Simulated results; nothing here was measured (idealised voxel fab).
Presented below is a process module, voxel wiring stack.
Square cells of 5 nm make up the cross-section cut, whose width is 240 nm.
Just so we're on the same page, the cross-sections are grids of square cells, and they're listed out in bands top to bottom, each band one or more rows deep.
Band: top height; bottom height; in nm. Then, left to right: material with width in nm, for each material. "throughout": a single material spanning edge to edge. "blank": empty space.
All heights in this document are referenced to 0, defined as the level beneath which the wafer, as received, consists entirely of one material. The lowest band is not bounded below; it extends indefinitely downward and is written in the form "0..down".
Think of "30 to 40" as a width that walks from the first number to the second as you go down the band, top row to bottom row, taking equal-sized steps from row to row.
No cell of the cross-section changed in a step that is given as "no modification".
You'll see "Enclosed cavities" listing empty spaces that have no way open to the top, as long as they're 8 cells or more; the notation is width x height at distance, where the distance is from the left edge, and all of it is in nm.
If you see something after the settings on a step's line, that's the simulator's own remark about that step.
overlay nm: step with mask; distance mask lay right of planned place; negative value = left of planned place.
Guide to the pairs. Each holds a before and an after cross-section around one process step; the after cross-section is cut off at the lowest band that changed. Look under the pair for the step between them and its settings. Pairs can come from different runs of this module on the same starting wafer, so a pair follows on from the one above it only where its entry headed "Ex-ante state" says it does.
### Ex-ante state
0..down = Si throughout
Enclosed cavities: none
### State After Step
15..0 = SiO2 throughout
For the remainder of the cross-section, below 0, there is no change.
Enclosed cavities: none
Step that separates the before view from the after view above: CONFORMAL_DEP,material SiO2,thk nm 15
Ex-ante state: look at the pair above, its after cross-section is where this step starts.
### State After Step
20..15 = TiN throughout
For the remainder of the cross-section, below 15, there is no change.
Enclosed cavities: none
Step that separates the before view from the after view above: DIRECTIONAL_DEP,material TiN,thk nm 5
Ex-ante state: look at the pair above, its after cross-section is where this step starts.
### State After Step
40..20 = Ru throughout
For the remainder of the cross-section, below 20, there is no change.
Enclosed cavities: none
Step that separates the before view from the after view above: DIRECTIONAL_DEP,material Ru,thk nm 20
Ex-ante state: look at the pair above, its after cross-section is where this step starts.
### State After Step
40..20 = 55 blank / 25 Ru / 25 blank / 25 Ru / 25 blank / 25 Ru / 60 blank
For the remainder of the cross-section, below 20, there is no change.
Enclosed cavities: none
Step that separates the before view from the after view above: MASKED_ETCH,tone cover,mask id METAL_1,width nm 25,pitch nm 50,etch materials Ru,depth nm 20,overlay nm 0
Ex-ante state: look at the pair above, its after cross-section is where this step starts.
### State After Step
40..20 = 55 blank / 25 Ru / 25 blank / 25 Ru / 25 blank / 25 Ru / 60 blank
20..15 = 55 blank / 25 TiN / 25 blank / 25 TiN / 25 blank / 25 TiN / 60 blank
For the remainder of the cross-section, below 15, there is no change.
Enclosed cavities: none
Step that separates the before view from the after view above: MASKED_ETCH,tone cover,mask id METAL_1,width nm 25,pitch nm 50,etch materials TiN,depth nm 5,overlay nm 0
Ex-ante state: look at the pair above, its after cross-section is where this step starts.
### State After Step
45..40 = 50 blank / 35 SiCN / 15 blank / 35 SiCN / 15 blank / 35 SiCN / 55 blank
40..20 = 50 blank / 5 SiCN / 25 Ru / 5 SiCN / 15 blank / 5 SiCN / 25 Ru / 5 SiCN / 15 blank / 5 SiCN / 25 Ru / 5 SiCN / 55 blank
20..15 = 55 SiCN / 25 TiN / 25 SiCN / 25 TiN / 25 SiCN / 25 TiN / 60 SiCN
For the remainder of the cross-section, below 15, there is no change.
Enclosed cavities: none
Step that separates the before view from the after view above: CONFORMAL_DEP,material SiCN,thk nm 5
Ex-ante state: look at the pair above, its after cross-section is where this step starts.
### State After Step
50..45 = lowk throughout
45..40 = 50 lowk / 35 SiCN / 15 lowk / 35 SiCN / 15 lowk / 35 SiCN / 55 lowk
40..20 = 50 lowk / 5 SiCN / 25 Ru / 5 SiCN / 15 lowk / 5 SiCN / 25 Ru / 5 SiCN / 15 lowk / 5 SiCN / 25 Ru / 5 SiCN / 55 lowk
For the remainder of the cross-section, below 20, there is no change.
Enclosed cavities: none
Step that separates the before view from the after view above: FILL_DEP,material lowk,thk nm 5
Ex-ante state: look at the pair above, its after cross-section is where this step starts.
### State After Step
40..20 = 50 lowk / 5 SiCN / 25 Ru / 5 SiCN / 15 lowk / 5 SiCN / 25 Ru / 5 SiCN / 15 lowk / 5 SiCN / 25 Ru / 5 SiCN / 55 lowk
For the remainder of the cross-section, below 20, there is no change.
Enclosed cavities: none
Step that separates the before view from the after view above: CMP,height nm 40
Ex-ante state: look at the pair above, its after cross-section is where this step starts.
### State After Step
45..40 = SiCN throughout
For the remainder of the cross-section, below 40, there is no change.
Enclosed cavities: none
Step that separates the before view from the after view above: CONFORMAL_DEP,material SiCN,thk nm 5
Ex-ante state: look at the pair above, its after cross-section is where this step starts.
### State After Step
65..45 = SiO2 throughout
For the remainder of the cross-section, below 45, there is no change.
Enclosed cavities: none
Step that separates the before view from the after view above: DIRECTIONAL_DEP,material SiO2,thk nm 20
Ex-ante state: look at the pair above, its after cross-section is where this step starts.
### State After Step
80..65 = aC throughout
For the remainder of the cross-section, below 65, there is no change.
Enclosed cavities: none
Step that separates the before view from the after view above: DIRECTIONAL_DEP,material aC,thk nm 15
Ex-ante state: look at the pair above, its after cross-section is where this step starts.
### State After Step
110..80 = 55 resist / 15 blank / 85 resist / 15 blank / 70 resist
For the remainder of the cross-section, below 80, there is no change.
Enclosed cavities: none
Step that separates the before view from the after view above: PATTERN,tone open,mask id PLUG_1,material resist,width nm 15,pitch nm 100,thk nm 30,overlay nm 0
Ex-ante state: look at the pair above, its after cross-section is where this step starts.
### State After Step
95..80 = 55 resist / 15 blank / 85 resist / 15 blank / 70 resist
80..65 = 55 aC / 15 blank / 85 aC / 15 blank / 70 aC
For the remainder of the cross-section, below 65, there is no change.
Enclosed cavities: none
Step that separates the before view from the after view above: DIRECTIONAL_ETCH,etch materials aC,depth nm 15
Ex-ante state: look at the pair above, its after cross-section is where this step starts.
### State After Step
80..65 = 55 aC / 15 blank / 85 aC / 15 blank / 70 aC
For the remainder of the cross-section, below 65, there is no change.
Enclosed cavities: none
Step that separates the before view from the after view above: STRIP,etch materials resist
Ex-ante state: look at the pair above, its after cross-section is where this step starts.
### State After Step
80..65 = 55 aC / 15 blank / 85 aC / 15 blank / 70 aC
65..45 = 55 SiO2 / 15 blank / 85 SiO2 / 15 blank / 70 SiO2
For the remainder of the cross-section, below 45, there is no change.
Enclosed cavities: none
Step that separates the before view from the after view above: DIRECTIONAL_ETCH,etch materials SiO2,depth nm 20
Ex-ante state: look at the pair above, its after cross-section is where this step starts.
### State After Step
80..65 = 55 aC / 15 blank / 85 aC / 15 blank / 70 aC
65..45 = 55 SiO2 / 15 blank / 85 SiO2 / 15 blank / 70 SiO2
45..40 = 55 SiCN / 15 blank / 85 SiCN / 15 blank / 70 SiCN
For the remainder of the cross-section, below 40, there is no change.
Enclosed cavities: none
Step that separates the before view from the after view above: DIRECTIONAL_ETCH,etch materials SiCN,depth nm 5
Ex-ante state: look at the pair above, its after cross-section is where this step starts.
### State After Step
65..45 = 55 SiO2 / 15 blank / 85 SiO2 / 15 blank / 70 SiO2
For the remainder of the cross-section, below 45, there is no change.
Enclosed cavities: none
Step that separates the before view from the after view above: STRIP,etch materials aC
Ex-ante state: look at the pair above, its after cross-section is where this step starts.
### State After Step
70..65 = 60 TiN / 5 blank / 95 TiN / 5 blank / 75 TiN
65..45 = 55 SiO2 / 5 TiN / 5 blank / 5 TiN / 85 SiO2 / 5 TiN / 5 blank / 5 TiN / 70 SiO2
45..40 = 55 SiCN / 15 TiN / 85 SiCN / 15 TiN / 70 SiCN
For the remainder of the cross-section, below 40, there is no change.
Enclosed cavities: none
Step that separates the before view from the after view above: CONFORMAL_DEP,material TiN,thk nm 5
Ex-ante state: look at the pair above, its after cross-section is where this step starts.
### State After Step
75..70 = Cu throughout
70..65 = 60 TiN / 5 Cu / 95 TiN / 5 Cu / 75 TiN
65..45 = 55 SiO2 / 5 TiN / 5 Cu / 5 TiN / 85 SiO2 / 5 TiN / 5 Cu / 5 TiN / 70 SiO2
For the remainder of the cross-section, below 45, there is no change.
Enclosed cavities: none
Step that separates the before view from the after view above: FILL_DEP,material Cu,thk nm 5
Ex-ante state: look at the pair above, its after cross-section is where this step starts.
### State After Step
65..45 = 55 SiO2 / 5 TiN / 5 Cu / 5 TiN / 85 SiO2 / 5 TiN / 5 Cu / 5 TiN / 70 SiO2
For the remainder of the cross-section, below 45, there is no change.
Enclosed cavities: none
Step that separates the before view from the after view above: CMP,height nm 65
Ex-ante state: look at the pair above, its after cross-section is where this step starts.
### State After Step
70..65 = TiN throughout
For the remainder of the cross-section, below 65, there is no change.
Enclosed cavities: none
Step that separates the before view from the after view above: DIRECTIONAL_DEP,material TiN,thk nm 5
Ex-ante state: look at the pair above, its after cross-section is where this step starts.
### State After Step
90..70 = Ru throughout
For the remainder of the cross-section, below 70, there is no change.
Enclosed cavities: none
Step that separates the before view from the after view above: DIRECTIONAL_DEP,material Ru,thk nm 20
Ex-ante state: look at the pair above, its after cross-section is where this step starts.
### State After Step
90..70 = 55 blank / 25 Ru / 25 blank / 25 Ru / 25 blank / 25 Ru / 60 blank
For the remainder of the cross-section, below 70, there is no change.
Enclosed cavities: none
Step that separates the before view from the after view above: MASKED_ETCH,tone cover,mask id METAL_2,width nm 25,pitch nm 50,etch materials Ru,depth nm 20,overlay nm 0
Ex-ante state: look at the pair above, its after cross-section is where this step starts.
### State After Step
90..70 = 55 blank / 25 Ru / 25 blank / 25 Ru / 25 blank / 25 Ru / 60 blank
70..65 = 55 blank / 25 TiN / 25 blank / 25 TiN / 25 blank / 25 TiN / 60 blank
For the remainder of the cross-section, below 65, there is no change.
Enclosed cavities: none
Step that separates the before view from the after view above: MASKED_ETCH,tone cover,mask id METAL_2,width nm 25,pitch nm 50,etch materials TiN,depth nm 5,overlay nm 0
Ex-ante state: look at the pair above, its after cross-section is where this step starts.
### State After Step
95..90 = 50 blank / 35 SiCN / 15 blank / 35 SiCN / 15 blank / 35 SiCN / 55 blank
90..70 = 50 blank / 5 SiCN / 25 Ru / 5 SiCN / 15 blank / 5 SiCN / 25 Ru / 5 SiCN / 15 blank / 5 SiCN / 25 Ru / 5 SiCN / 55 blank
70..65 = 55 SiCN / 25 TiN / 25 SiCN / 25 TiN / 25 SiCN / 25 TiN / 60 SiCN
For the remainder of the cross-section, below 65, there is no change.
Enclosed cavities: none
Step that separates the before view from the after view above: CONFORMAL_DEP,material SiCN,thk nm 5
Ex-ante state: look at the pair above, its after cross-section is where this step starts.
### State After Step
105..95 = lowk throughout
95..90 = 50 lowk / 35 SiCN / 15 lowk / 35 SiCN / 15 lowk / 35 SiCN / 55 lowk
90..70 = 50 lowk / 5 SiCN / 25 Ru / 5 SiCN / 15 lowk / 5 SiCN / 25 Ru / 5 SiCN / 15 lowk / 5 SiCN / 25 Ru / 5 SiCN / 55 lowk
For the remainder of the cross-section, below 70, there is no change.
Enclosed cavities: none
Step that separates the before view from the after view above: FILL_DEP,material lowk,thk nm 10
Ex-ante state: look at the pair above, its after cross-section is where this step starts.
### State After Step
90..70 = 50 lowk / 5 SiCN / 25 Ru / 5 SiCN / 15 lowk / 5 SiCN / 25 Ru / 5 SiCN / 15 lowk / 5 SiCN / 25 Ru / 5 SiCN / 55 lowk
For the remainder of the cross-section, below 70, there is no change.
Enclosed cavities: none
Step that separates the before view from the after view above: CMP,height nm 90
Ex-ante state: look at the pair above, its after cross-section is where this step starts.
### State After Step
95..90 = SiCN throughout
For the remainder of the cross-section, below 90, there is no change.
Enclosed cavities: none
Step that separates the before view from the after view above: CONFORMAL_DEP,material SiCN,thk nm 5
Ex-ante state: look at the pair above, its after cross-section is where this step starts.
### State After Step
125..95 = lowk throughout
For the remainder of the cross-section, below 95, there is no change.
Enclosed cavities: none
Step that separates the before view from the after view above: DIRECTIONAL_DEP,material lowk,thk nm 30
Ex-ante state: look at the pair above, its after cross-section is where this step starts.
### State After Step
140..125 = aC throughout
For the remainder of the cross-section, below 125, there is no change.
Enclosed cavities: none
Step that separates the before view from the after view above: DIRECTIONAL_DEP,material aC,thk nm 15
Ex-ante state: look at the pair above, its after cross-section is where this step starts.
### State After Step
175..140 = 55 resist / 25 blank / 25 resist / 25 blank / 25 resist / 25 blank / 60 resist
For the remainder of the cross-section, below 140, there is no change.
Enclosed cavities: none
Step that separates the before view from the after view above: PATTERN,tone open,mask id METAL_3,material resist,width nm 25,pitch nm 50,thk nm 35,overlay nm 0
Ex-ante state: look at the pair above, its after cross-section is where this step starts.
### State After Step
160..140 = 55 resist / 25 blank / 25 resist / 25 blank / 25 resist / 25 blank / 60 resist
140..125 = 55 aC / 25 blank / 25 aC / 25 blank / 25 aC / 25 blank / 60 aC
For the remainder of the cross-section, below 125, there is no change.
Enclosed cavities: none
Step that separates the before view from the after view above: DIRECTIONAL_ETCH,etch materials aC,depth nm 15
Ex-ante state: look at the pair above, its after cross-section is where this step starts.
### State After Step
140..125 = 55 aC / 25 blank / 25 aC / 25 blank / 25 aC / 25 blank / 60 aC
For the remainder of the cross-section, below 125, there is no change.
Enclosed cavities: none
Step that separates the before view from the after view above: STRIP,etch materials resist
Ex-ante state: look at the pair above, its after cross-section is where this step starts.
### State After Step
140..125 = 55 aC / 25 blank / 25 aC / 25 blank / 25 aC / 25 blank / 60 aC
125..105 = 55 lowk / 25 blank / 25 lowk / 25 blank / 25 lowk / 25 blank / 60 lowk
For the remainder of the cross-section, below 105, there is no change.
Enclosed cavities: none
Step that separates the before view from the after view above: DIRECTIONAL_ETCH,etch materials lowk,depth nm 20
Ex-ante state: look at the pair above, its after cross-section is where this step starts.
### State After Step
125..105 = 55 lowk / 25 blank / 25 lowk / 25 blank / 25 lowk / 25 blank / 60 lowk
For the remainder of the cross-section, below 105, there is no change.
Enclosed cavities: none
Step that separates the before view from the after view above: STRIP,etch materials aC
Ex-ante state: look at the pair above, its after cross-section is where this step starts.
### State After Step
125..105 = 55 lowk / 25 blank / 25 lowk / 25 blank / 25 lowk / 25 blank / 60 lowk
105..95 = 55 lowk / 15 blank / 85 lowk / 15 blank / 70 lowk
For the remainder of the cross-section, below 95, there is no change.
Enclosed cavities: none
Step that separates the before view from the after view above: MASKED_ETCH,tone open,mask id METAL_3_HOLES,width nm 15,pitch nm 100,etch materials lowk,depth nm 10,overlay nm 0
Ex-ante state: look at the pair above, its after cross-section is where this step starts.
### State After Step
125..105 = 55 lowk / 25 blank / 25 lowk / 25 blank / 25 lowk / 25 blank / 60 lowk
105..95 = 55 lowk / 15 blank / 85 lowk / 15 blank / 70 lowk
95..90 = 55 SiCN / 15 blank / 85 SiCN / 15 blank / 70 SiCN
For the remainder of the cross-section, below 90, there is no change.
Enclosed cavities: none
Step that separates the before view from the after view above: MASKED_ETCH,tone open,mask id METAL_3_HOLES,width nm 15,pitch nm 100,etch materials SiCN,depth nm 5,overlay nm 0
Ex-ante state: look at the pair above, its after cross-section is where this step starts.
### State After Step
130..125 = 60 TiN / 15 blank / 35 TiN / 15 blank / 35 TiN / 15 blank / 65 TiN
125..110 = 55 lowk / 5 TiN / 15 blank / 5 TiN / 25 lowk / 5 TiN / 15 blank / 5 TiN / 25 lowk / 5 TiN / 15 blank / 5 TiN / 60 lowk
110..105 = 55 lowk / 5 TiN / 5 blank / 15 TiN / 25 lowk / 25 TiN / 25 lowk / 5 TiN / 5 blank / 15 TiN / 60 lowk
105..95 = 55 lowk / 5 TiN / 5 blank / 5 TiN / 85 lowk / 5 TiN / 5 blank / 5 TiN / 70 lowk
95..90 = 55 SiCN / 15 TiN / 85 SiCN / 15 TiN / 70 SiCN
For the remainder of the cross-section, below 90, there is no change.
Enclosed cavities: none
Step that separates the before view from the after view above: CONFORMAL_DEP,material TiN,thk nm 5
Ex-ante state: look at the pair above, its after cross-section is where this step starts.
### State After Step
135..130 = Cu throughout
130..125 = 60 TiN / 15 Cu / 35 TiN / 15 Cu / 35 TiN / 15 Cu / 65 TiN
125..110 = 55 lowk / 5 TiN / 15 Cu / 5 TiN / 25 lowk / 5 TiN / 15 Cu / 5 TiN / 25 lowk / 5 TiN / 15 Cu / 5 TiN / 60 lowk
110..105 = 55 lowk / 5 TiN / 5 Cu / 15 TiN / 25 lowk / 25 TiN / 25 lowk / 5 TiN / 5 Cu / 15 TiN / 60 lowk
105..95 = 55 lowk / 5 TiN / 5 Cu / 5 TiN / 85 lowk / 5 TiN / 5 Cu / 5 TiN / 70 lowk
For the remainder of the cross-section, below 95, there is no change.
Enclosed cavities: none
Step that separates the before view from the after view above: FILL_DEP,material Cu,thk nm 5
Ex-ante state: look at the pair above, its after cross-section is where this step starts.
### State After Step
125..110 = 55 lowk / 5 TiN / 15 Cu / 5 TiN / 25 lowk / 5 TiN / 15 Cu / 5 TiN / 25 lowk / 5 TiN / 15 Cu / 5 TiN / 60 lowk
For the remainder of the cross-section, below 110, there is no change.
Enclosed cavities: none
Step that separates the before view from the after view above: CMP,height nm 125
Ex-ante state: look at the pair above, its after cross-section is where this step starts.
### State After Step
130..125 = SiCN throughout
For the remainder of the cross-section, below 125, there is no change.
Enclosed cavities: none
Step that separates the before view from the after view above: CONFORMAL_DEP,material SiCN,thk nm 5
### Ex-ante state
15..0 = SiO2 throughout
0..down = Si throughout
Enclosed cavities: none
### State After Step
35..15 = Ru throughout
For the remainder of the cross-section, below 15, there is no change.
Enclosed cavities: none
Step that separates the before view from the after view above: DIRECTIONAL_DEP,material Ru,thk nm 20
Ex-ante state: look at the pair above, its after cross-section is where this step starts.
### State After Step
35..15 = 55 blank / 25 Ru / 25 blank / 25 Ru / 25 blank / 25 Ru / 60 blank
For the remainder of the cross-section, below 15, there is no change.
Enclosed cavities: none
Step that separates the before view from the after view above: MASKED_ETCH,tone cover,mask id METAL_1,width nm 25,pitch nm 50,etch materials Ru,depth nm 20,overlay nm 0
Ex-ante state: look at the pair above, its after cross-section is where this step starts.
### State After Step
40..35 = 50 blank / 35 SiCN / 15 blank / 35 SiCN / 15 blank / 35 SiCN / 55 blank
35..20 = 50 blank / 5 SiCN / 25 Ru / 5 SiCN / 15 blank / 5 SiCN / 25 Ru / 5 SiCN / 15 blank / 5 SiCN / 25 Ru / 5 SiCN / 55 blank
20..15 = 55 SiCN / 25 Ru / 25 SiCN / 25 Ru / 25 SiCN / 25 Ru / 60 SiCN
For the remainder of the cross-section, below 15, there is no change.
Enclosed cavities: none
Step that separates the before view from the after view above: CONFORMAL_DEP,material SiCN,thk nm 5
Ex-ante state: look at the pair above, its after cross-section is where this step starts.
### State After Step
45..40 = lowk throughout
40..35 = 50 lowk / 35 SiCN / 15 lowk / 35 SiCN / 15 lowk / 35 SiCN / 55 lowk
35..20 = 50 lowk / 5 SiCN / 25 Ru / 5 SiCN / 15 lowk / 5 SiCN / 25 Ru / 5 SiCN / 15 lowk / 5 SiCN / 25 Ru / 5 SiCN / 55 lowk
For the remainder of the cross-section, below 20, there is no change.
Enclosed cavities: none
Step that separates the before view from the after view above: FILL_DEP,material lowk,thk nm 5
Ex-ante state: look at the pair above, its after cross-section is where this step starts.
### State After Step
40..35 = 50 lowk / 35 SiCN / 15 lowk / 35 SiCN / 15 lowk / 35 SiCN / 55 lowk
For the remainder of the cross-section, below 35, there is no change.
Enclosed cavities: none
Step that separates the before view from the after view above: CMP,height nm 40
Ex-ante state: look at the pair above, its after cross-section is where this step starts.
### State After Step
45..40 = SiCN throughout
For the remainder of the cross-section, below 40, there is no change.
Enclosed cavities: none
Step that separates the before view from the after view above: CONFORMAL_DEP,material SiCN,thk nm 5
Ex-ante state: look at the pair above, its after cross-section is where this step starts.
### State After Step
65..45 = SiO2 throughout
For the remainder of the cross-section, below 45, there is no change.
Enclosed cavities: none
Step that separates the before view from the after view above: DIRECTIONAL_DEP,material SiO2,thk nm 20
Ex-ante state: look at the pair above, its after cross-section is where this step starts.
### State After Step
80..65 = aC throughout
For the remainder of the cross-section, below 65, there is no change.
Enclosed cavities: none
Step that separates the before view from the after view above: DIRECTIONAL_DEP,material aC,thk nm 15
Ex-ante state: look at the pair above, its after cross-section is where this step starts.
### State After Step
110..80 = 55 resist / 15 blank / 85 resist / 15 blank / 70 resist
For the remainder of the cross-section, below 80, there is no change.
Enclosed cavities: none
Step that separates the before view from the after view above: PATTERN,tone open,mask id PLUG_1,material resist,width nm 15,pitch nm 100,thk nm 30,overlay nm 0
Ex-ante state: look at the pair above, its after cross-section is where this step starts.
### State After Step
95..80 = 55 resist / 15 blank / 85 resist / 15 blank / 70 resist
80..65 = 55 aC / 15 blank / 85 aC / 15 blank / 70 aC
For the remainder of the cross-section, below 65, there is no change.
Enclosed cavities: none
Step that separates the before view from the after view above: DIRECTIONAL_ETCH,etch materials aC,depth nm 15
Ex-ante state: look at the pair above, its after cross-section is where this step starts.
### State After Step
80..65 = 55 aC / 15 blank / 85 aC / 15 blank / 70 aC
For the remainder of the cross-section, below 65, there is no change.
Enclosed cavities: none
Step that separates the before view from the after view above: STRIP,etch materials resist
Ex-ante state: look at the pair above, its after cross-section is where this step starts.
### State After Step
80..65 = 55 aC / 15 blank / 85 aC / 15 blank / 70 aC
65..45 = 55 SiO2 / 15 blank / 85 SiO2 / 15 blank / 70 SiO2
For the remainder of the cross-section, below 45, there is no change.
Enclosed cavities: none
Step that separates the before view from the after view above: DIRECTIONAL_ETCH,etch materials SiO2,depth nm 20
Ex-ante state: look at the pair above, its after cross-section is where this step starts.
### State After Step
80..65 = 55 aC / 15 blank / 85 aC / 15 blank / 70 aC
65..45 = 55 SiO2 / 15 blank / 85 SiO2 / 15 blank / 70 SiO2
45..40 = 55 SiCN / 15 blank / 85 SiCN / 15 blank / 70 SiCN
For the remainder of the cross-section, below 40, there is no change.
Enclosed cavities: none
Step that separates the before view from the after view above: DIRECTIONAL_ETCH,etch materials SiCN,depth nm 5
Ex-ante state: look at the pair above, its after cross-section is where this step starts.
### State After Step
65..45 = 55 SiO2 / 15 blank / 85 SiO2 / 15 blank / 70 SiO2
For the remainder of the cross-section, below 45, there is no change.
Enclosed cavities: none
Step that separates the before view from the after view above: STRIP,etch materials aC
Ex-ante state: look at the pair above, its after cross-section is where this step starts.
### State After Step
70..65 = 60 TiN / 5 blank / 95 TiN / 5 blank / 75 TiN
65..45 = 55 SiO2 / 5 TiN / 5 blank / 5 TiN / 85 SiO2 / 5 TiN / 5 blank / 5 TiN / 70 SiO2
45..40 = 55 SiCN / 15 TiN / 85 SiCN / 15 TiN / 70 SiCN
For the remainder of the cross-section, below 40, there is no change.
Enclosed cavities: none
Step that separates the before view from the after view above: CONFORMAL_DEP,material TiN,thk nm 5
Ex-ante state: look at the pair above, its after cross-section is where this step starts.
### State After Step
75..70 = Cu throughout
70..65 = 60 TiN / 5 Cu / 95 TiN / 5 Cu / 75 TiN
65..45 = 55 SiO2 / 5 TiN / 5 Cu / 5 TiN / 85 SiO2 / 5 TiN / 5 Cu / 5 TiN / 70 SiO2
For the remainder of the cross-section, below 45, there is no change.
Enclosed cavities: none
Step that separates the before view from the after view above: FILL_DEP,material Cu,thk nm 5
Ex-ante state: look at the pair above, its after cross-section is where this step starts.
### State After Step
65..45 = 55 SiO2 / 5 TiN / 5 Cu / 5 TiN / 85 SiO2 / 5 TiN / 5 Cu / 5 TiN / 70 SiO2
For the remainder of the cross-section, below 45, there is no change.
Enclosed cavities: none
Step that separates the before view from the after view above: CMP,height nm 65
Ex-ante state: look at the pair above, its after cross-section is where this step starts.
### State After Step
70..65 = TiN throughout
For the remainder of the cross-section, below 65, there is no change.
Enclosed cavities: none
Step that separates the before view from the after view above: DIRECTIONAL_DEP,material TiN,thk nm 5
Ex-ante state: look at the pair above, its after cross-section is where this step starts.
### State After Step
90..70 = Ru throughout
For the remainder of the cross-section, below 70, there is no change.
Enclosed cavities: none
Step that separates the before view from the after view above: DIRECTIONAL_DEP,material Ru,thk nm 20
Ex-ante state: look at the pair above, its after cross-section is where this step starts.
### State After Step
90..70 = 55 blank / 25 Ru / 25 blank / 25 Ru / 25 blank / 25 Ru / 60 blank
For the remainder of the cross-section, below 70, there is no change.
Enclosed cavities: none
Step that separates the before view from the after view above: MASKED_ETCH,tone cover,mask id METAL_2,width nm 25,pitch nm 50,etch materials Ru,depth nm 20,overlay nm 0
Ex-ante state: look at the pair above, its after cross-section is where this step starts.
### State After Step
90..70 = 55 blank / 25 Ru / 25 blank / 25 Ru / 25 blank / 25 Ru / 60 blank
70..65 = 55 blank / 25 TiN / 25 blank / 25 TiN / 25 blank / 25 TiN / 60 blank
For the remainder of the cross-section, below 65, there is no change.
Enclosed cavities: none
Step that separates the before view from the after view above: MASKED_ETCH,tone cover,mask id METAL_2,width nm 25,pitch nm 50,etch materials TiN,depth nm 5,overlay nm 0
Ex-ante state: look at the pair above, its after cross-section is where this step starts.
### State After Step
95..90 = 50 blank / 35 SiCN / 15 blank / 35 SiCN / 15 blank / 35 SiCN / 55 blank
90..70 = 50 blank / 5 SiCN / 25 Ru / 5 SiCN / 15 blank / 5 SiCN / 25 Ru / 5 SiCN / 15 blank / 5 SiCN / 25 Ru / 5 SiCN / 55 blank
70..65 = 55 SiCN / 25 TiN / 25 SiCN / 25 TiN / 25 SiCN / 25 TiN / 60 SiCN
For the remainder of the cross-section, below 65, there is no change.
Enclosed cavities: none
Step that separates the before view from the after view above: CONFORMAL_DEP,material SiCN,thk nm 5
Ex-ante state: look at the pair above, its after cross-section is where this step starts.
### State After Step
105..95 = lowk throughout
95..90 = 50 lowk / 35 SiCN / 15 lowk / 35 SiCN / 15 lowk / 35 SiCN / 55 lowk
90..70 = 50 lowk / 5 SiCN / 25 Ru / 5 SiCN / 15 lowk / 5 SiCN / 25 Ru / 5 SiCN / 15 lowk / 5 SiCN / 25 Ru / 5 SiCN / 55 lowk
For the remainder of the cross-section, below 70, there is no change.
Enclosed cavities: none
Step that separates the before view from the after view above: FILL_DEP,material lowk,thk nm 10
Ex-ante state: look at the pair above, its after cross-section is where this step starts.
### State After Step
90..70 = 50 lowk / 5 SiCN / 25 Ru / 5 SiCN / 15 lowk / 5 SiCN / 25 Ru / 5 SiCN / 15 lowk / 5 SiCN / 25 Ru / 5 SiCN / 55 lowk
For the remainder of the cross-section, below 70, there is no change.
Enclosed cavities: none
Step that separates the before view from the after view above: CMP,height nm 90
Ex-ante state: look at the pair above, its after cross-section is where this step starts.
### State After Step
95..90 = SiCN throughout
For the remainder of the cross-section, below 90, there is no change.
Enclosed cavities: none
Step that separates the before view from the after view above: CONFORMAL_DEP,material SiCN,thk nm 5
Ex-ante state: look at the pair above, its after cross-section is where this step starts.
### State After Step
125..95 = lowk throughout
For the remainder of the cross-section, below 95, there is no change.
Enclosed cavities: none
Step that separates the before view from the after view above: DIRECTIONAL_DEP,material lowk,thk nm 30
Ex-ante state: look at the pair above, its after cross-section is where this step starts.
### State After Step
140..125 = aC throughout
For the remainder of the cross-section, below 125, there is no change.
Enclosed cavities: none
Step that separates the before view from the after view above: DIRECTIONAL_DEP,material aC,thk nm 15
Ex-ante state: look at the pair above, its after cross-section is where this step starts.
### State After Step
175..140 = 55 resist / 25 blank / 25 resist / 25 blank / 25 resist / 25 blank / 60 resist
For the remainder of the cross-section, below 140, there is no change.
Enclosed cavities: none
Step that separates the before view from the after view above: PATTERN,tone open,mask id METAL_3,material resist,width nm 25,pitch nm 50,thk nm 35,overlay nm 0
Ex-ante state: look at the pair above, its after cross-section is where this step starts.
### State After Step
160..140 = 55 resist / 25 blank / 25 resist / 25 blank / 25 resist / 25 blank / 60 resist
140..125 = 55 aC / 25 blank / 25 aC / 25 blank / 25 aC / 25 blank / 60 aC
For the remainder of the cross-section, below 125, there is no change.
Enclosed cavities: none
Step that separates the before view from the after view above: DIRECTIONAL_ETCH,etch materials aC,depth nm 15
Ex-ante state: look at the pair above, its after cross-section is where this step starts.
### State After Step
140..125 = 55 aC / 25 blank / 25 aC / 25 blank / 25 aC / 25 blank / 60 aC
For the remainder of the cross-section, below 125, there is no change.
Enclosed cavities: none
Step that separates the before view from the after view above: STRIP,etch materials resist
Ex-ante state: look at the pair above, its after cross-section is where this step starts.
### State After Step
140..125 = 55 aC / 25 blank / 25 aC / 25 blank / 25 aC / 25 blank / 60 aC
125..105 = 55 lowk / 25 blank / 25 lowk / 25 blank / 25 lowk / 25 blank / 60 lowk
For the remainder of the cross-section, below 105, there is no change.
Enclosed cavities: none
Step that separates the before view from the after view above: DIRECTIONAL_ETCH,etch materials lowk,depth nm 20
Ex-ante state: look at the pair above, its after cross-section is where this step starts.
### State After Step
125..105 = 55 lowk / 25 blank / 25 lowk / 25 blank / 25 lowk / 25 blank / 60 lowk
For the remainder of the cross-section, below 105, there is no change.
Enclosed cavities: none
Step that separates the before view from the after view above: STRIP,etch materials aC
Ex-ante state: look at the pair above, its after cross-section is where this step starts.
### State After Step
125..105 = 55 lowk / 25 blank / 25 lowk / 25 blank / 25 lowk / 25 blank / 60 lowk
105..95 = 55 lowk / 15 blank / 85 lowk / 15 blank / 70 lowk
For the remainder of the cross-section, below 95, there is no change.
Enclosed cavities: none
Step that separates the before view from the after view above: MASKED_ETCH,tone open,mask id METAL_3_HOLES,width nm 15,pitch nm 100,etch materials lowk,depth nm 10,overlay nm 0
Ex-ante state: look at the pair above, its after cross-section is where this step starts.
### State After Step
125..105 = 55 lowk / 25 blank / 25 lowk / 25 blank / 25 lowk / 25 blank / 60 lowk
105..95 = 55 lowk / 15 blank / 85 lowk / 15 blank / 70 lowk
95..90 = 55 SiCN / 15 blank / 85 SiCN / 15 blank / 70 SiCN
For the remainder of the cross-section, below 90, there is no change.
Enclosed cavities: none
Step that separates the before view from the after view above: MASKED_ETCH,tone open,mask id METAL_3_HOLES,width nm 15,pitch nm 100,etch materials SiCN,depth nm 5,overlay nm 0
